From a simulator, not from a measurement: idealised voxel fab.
Herein follows the process module entitled voxel wiring stack.
Xsec cut, 215 nm wide, square cell size 5 nm.
Cross-sections here: square-cell grids, written as top-down lists of bands, a band being one or more rows of cells.
For a band, the entry starts with two heights in nm, that of the top and then that of the bottom, and carries on with the band's materials in order from left to right, each alongside its width in nm; the word "edge to edge" beside a single material means it fills the band edge to edge, and "empty" means empty space.
Counting heights begins at 0, where everything beneath is, in the wafer as received, one material. The lowest band has no bottom; it goes on downwards, as "0 and below" shows.
The expression "30..40" gives the width at the extremes of the band, the first number at its top row of cells and the second at its bottom row, with the width changing by equal amounts from each row to the next in between.
Key: "all unchanged" - step with no changed cell in the cross-section.
"Listed closed voids" specifies each empty space that is not open to the top and that occupies no fewer than 8 cells, using the form width x height at distance, the distance measured from the left edge and all three quantities in nm.
Whatever follows a step's settings on its line is a remark the simulator itself makes about that step.
A step line may carry the setting "overlay nm", which, for steps involving a mask, states the distance by which the mask lay to the right of its intended position; negative values denote displacement to the left.

These are the steps we planned for the process
1 RECEIVE,material Si
2 CONFORMAL_DEP,material SiO2,thk nm 10
3 CONFORMAL_DEP,material SiCN,thk nm 5
4 DIRECTIONAL_DEP,material SiO2,thk nm 15
5 MASKED_ETCH,tone open,mask id METAL_1,width nm 25,pitch nm 50,etch materials SiO2,depth nm 15,overlay nm 0
6 MASKED_ETCH,tone open,mask id METAL_1,width nm 25,pitch nm 50,etch materials SiCN,depth nm 5,overlay nm 0
7 CONFORMAL_DEP,material TiN,thk nm 5
8 FILL_DEP,material W,thk nm 5
9 CMP,height nm 30
10 CONFORMAL_DEP,material SiCN,thk nm 5
11 DIRECTIONAL_DEP,material lowk,thk nm 20
12 PATTERN,tone open,mask id PLUG_1,material resist,width nm 15,pitch nm 100,thk nm 15,overlay nm 0
13 DIRECTIONAL_ETCH,etch materials lowk,depth nm 20
14 DIRECTIONAL_ETCH,etch materials SiCN,depth nm 5
15 STRIP,etch materials resist
16 EPI,material Ru,thk nm 10
17 EPI,material Ru,thk nm 10
18 EPI,material Ru,thk nm 5
19 DIRECTIONAL_DEP,material TiN,thk nm 5
20 DIRECTIONAL_DEP,material Ru,thk nm 20
21 PATTERN,tone cover,mask id METAL_2,material resist,width nm 25,pitch nm 50,thk nm 20,overlay nm 0
22 DIRECTIONAL_ETCH,etch materials Ru,depth nm 20
23 DIRECTIONAL_ETCH,etch materials TiN,depth nm 5
24 STRIP,etch materials resist
25 FILL_DEP,material SiO2,thk nm 10
26 CMP,height nm 80
27 CONFORMAL_DEP,material SiCN,thk nm 5
28 DIRECTIONAL_DEP,material lowk,thk nm 15
29 PATTERN,tone open,mask id PLUG_2,material resist,width nm 15,pitch nm 100,thk nm 20,overlay nm 0
30 DIRECTIONAL_ETCH,etch materials lowk,depth nm 15
31 DIRECTIONAL_ETCH,etch materials SiCN,depth nm 5
32 STRIP,etch materials resist
33 CONFORMAL_DEP,material TiN,thk nm 5
34 FILL_DEP,material Cu,thk nm 5
35 CMP,height nm 100
36 DIRECTIONAL_DEP,material TiN,thk nm 5
37 DIRECTIONAL_DEP,material Ru,thk nm 15
38 MASKED_ETCH,tone cover,mask id METAL_3,width nm 25,pitch nm 50,etch materials Ru,depth nm 15,overlay nm 0
39 MASKED_ETCH,tone cover,mask id METAL_3,width nm 25,pitch nm 50,etch materials TiN,depth nm 5,overlay nm 0
40 FILL_DEP,material SiO2,thk nm 10
41 CMP,height nm 120
42 CONFORMAL_DEP,material SiN,thk nm 5

Cross-section, incoming material, after step 1
* 0 and below | Si edge to edge
* Listed closed voids: none

Cross-section, end of module. Start: as above. Plan: as above. Execution: one mistake
* 125 down to 120 | SiN edge to edge
* 120 down to 105 | SiO2 (45) | Ru (25) | SiO2 (25) | Ru (25) | SiO2 (25) | Ru (25) | SiO2 (45)
* 105 down to 100 | SiO2 (45) | TiN (25) | SiO2 (25) | TiN (25) | SiO2 (25) | TiN (25) | SiO2 (45)
* 100 down to 85 | lowk (35) | TiN (5) | Cu (5) | TiN (5) | lowk (85) | TiN (5) | Cu (5) | TiN (5) | lowk (65)
* 85 down to 80 | SiCN (35) | TiN (15) | SiCN (85) | TiN (15) | SiCN (65)
* 80 down to 60 | SiO2 (45) | Ru (25) | SiO2 (25) | Ru (25) | SiO2 (25) | Ru (25) | SiO2 (45)
* 60 down to 55 | SiO2 (45) | TiN (25) | SiO2 (25) | TiN (25) | SiO2 (25) | TiN (25) | SiO2 (45)
* 55 down to 35 | lowk (45) | Ru (15) | lowk (85) | Ru (15) | lowk (55)
* 35 down to 30 | SiCN (45) | Ru (15) | SiCN (85) | Ru (15) | SiCN (55)
* 30 down to 15 | SiO2 (45) | TiN (5) | W (15) | TiN (5) | SiO2 (25) | TiN (5) | W (15) | TiN (5) | SiO2 (25) | TiN (5) | W (15) | TiN (5) | SiO2 (45)
* 15 down to 10 | SiCN (45) | TiN (25) | SiCN (25) | TiN (25) | SiCN (25) | TiN (25) | SiCN (45)
* 10 down to 0 | SiO2 edge to edge
* 0 and below | Si edge to edge
* Listed closed voids: none
In executing the process, a mistake was made relative to the plan: it should be noted that step 29 was executed with settings other than those planned, the operation and settings actually applied being PATTERN,tone open,mask id PLUG_2,material resist,width nm 15,pitch nm 100,thk nm 20,overlay nm -10
